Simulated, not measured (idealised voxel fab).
Proc. module: voxel self aligned contacts
Square cells of 5 nm make up the cross-section cut, whose width is 300 nm.
For the purposes of this document, a cross-section shall be understood as a grid of square cells, specified as bands listed in top-to-bottom order, each band consisting of one or more rows of cells. Heads up on the band format: heights come first, top then bottom, in nm. After that it's the materials left to right, each with its width in nm. A single material flagged "everywhere" fills the whole band edge to edge, and "blank" means there's empty space there. Height reference: 0 = level under which incoming wafer is all one material. Lowest band: no bottom, runs on downward, e.g. "0 and below". Note: "30->40" means the width goes from the first number (top row of the band) to the second number (bottom row) in equal steps per row of cells. "no change occurred", as given for a step, is the statement that not any cell of the cross-section underwent a change during that step. Enclosed voids (no open way to top), threshold 8 cells or more, entry "Closed cavity list", notation width x height at distance, distance from left edge, nm. Anything after a step's settings on that line? It's the simulator's own note about the step. Regarding "overlay nm": on a step with a mask, it is the distance the mask lay to the right of its planned place; a negative value places it to the left.
[The planned process steps are enumerated hereunder]
| 1 | op RECEIVE | material Si |
| 2 | op OXIDIZE | depth nm 5 |
| 3 | op DIRECTIONAL_DEP | material polySi | thk nm 20 |
| 4 | op DIRECTIONAL_DEP | material SiN | thk nm 15 |
| 5 | op MASKED_ETCH | tone cover | mask id GATE | width nm 25 | pitch nm 60 | etch materials SiN | depth nm 15 | overlay nm 0 |
| 6 | op MASKED_ETCH | tone cover | mask id GATE | width nm 25 | pitch nm 60 | etch materials polySi | depth nm 20 | overlay nm 0 |
| 7 | op CONFORMAL_DEP | material SiN | thk nm 5 |
| 8 | op DIRECTIONAL_ETCH | etch materials SiN | depth nm 5 |
| 9 | op FILL_DEP | material SiO2 | thk nm 15 |
| 10 | op CMP | height nm 40 |
| 11 | op DIRECTIONAL_DEP | material aC | thk nm 10 |
| 12 | op PATTERN | tone open | mask id CONTACT | material resist | width nm 45 | thk nm 30 | overlay nm 0 |
| 13 | op DIRECTIONAL_ETCH | etch materials aC | depth nm 10 |
| 14 | op STRIP | etch materials resist |
| 15 | op DIRECTIONAL_ETCH | etch materials SiO2 | depth nm 45 |
| 16 | op STRIP | etch materials aC |
| 17 | op CONFORMAL_DEP | material TiN | thk nm 5 |
| 18 | op FILL_DEP | material Ru | thk nm 5 |
| 19 | op CMP | height nm 40 |
| 20 | op CONFORMAL_DEP | material SiN | thk nm 5 |
[Received-state cross-section, reflecting completion of step 1]
0 and below: Si everywhere
Closed cavity list: none
[Cross-sectional result after module completion. Note: starting condition and plan are unchanged from above; one processing mistake was made]
45 down to 40: SiN everywhere
40 down to 35: SiO2 125, then TiN 15, then Ru 15, then TiN 15, then SiO2 130
35 down to 25: SiO2 100, then SiN 35, then TiN 5, then Ru 15, then TiN 5, then SiN 35, then SiO2 105
25 down to 20: SiO2 100, then SiN 35, then TiN 5, then Ru 10, then TiN 10, then SiN 35, then SiO2 105
20 down to 0: SiO2 95, then SiN 5, then polySi 30, then SiN 5, then TiN 5, then Ru 10, then TiN 5, then SiN 5, then polySi 30, then SiN 5, then SiO2 105
0 down to -5: SiO2 135, then TiN 20, then SiO2 145
-5 and below: Si everywhere
Closed cavity list: none
So what did we get wrong on this run? step 6 did not happen as planned, as run it was op MASKED_ETCH | tone cover | mask id GATE | width nm 25 | pitch nm 60 | etch materials polySi | depth nm 20 | overlay nm -5
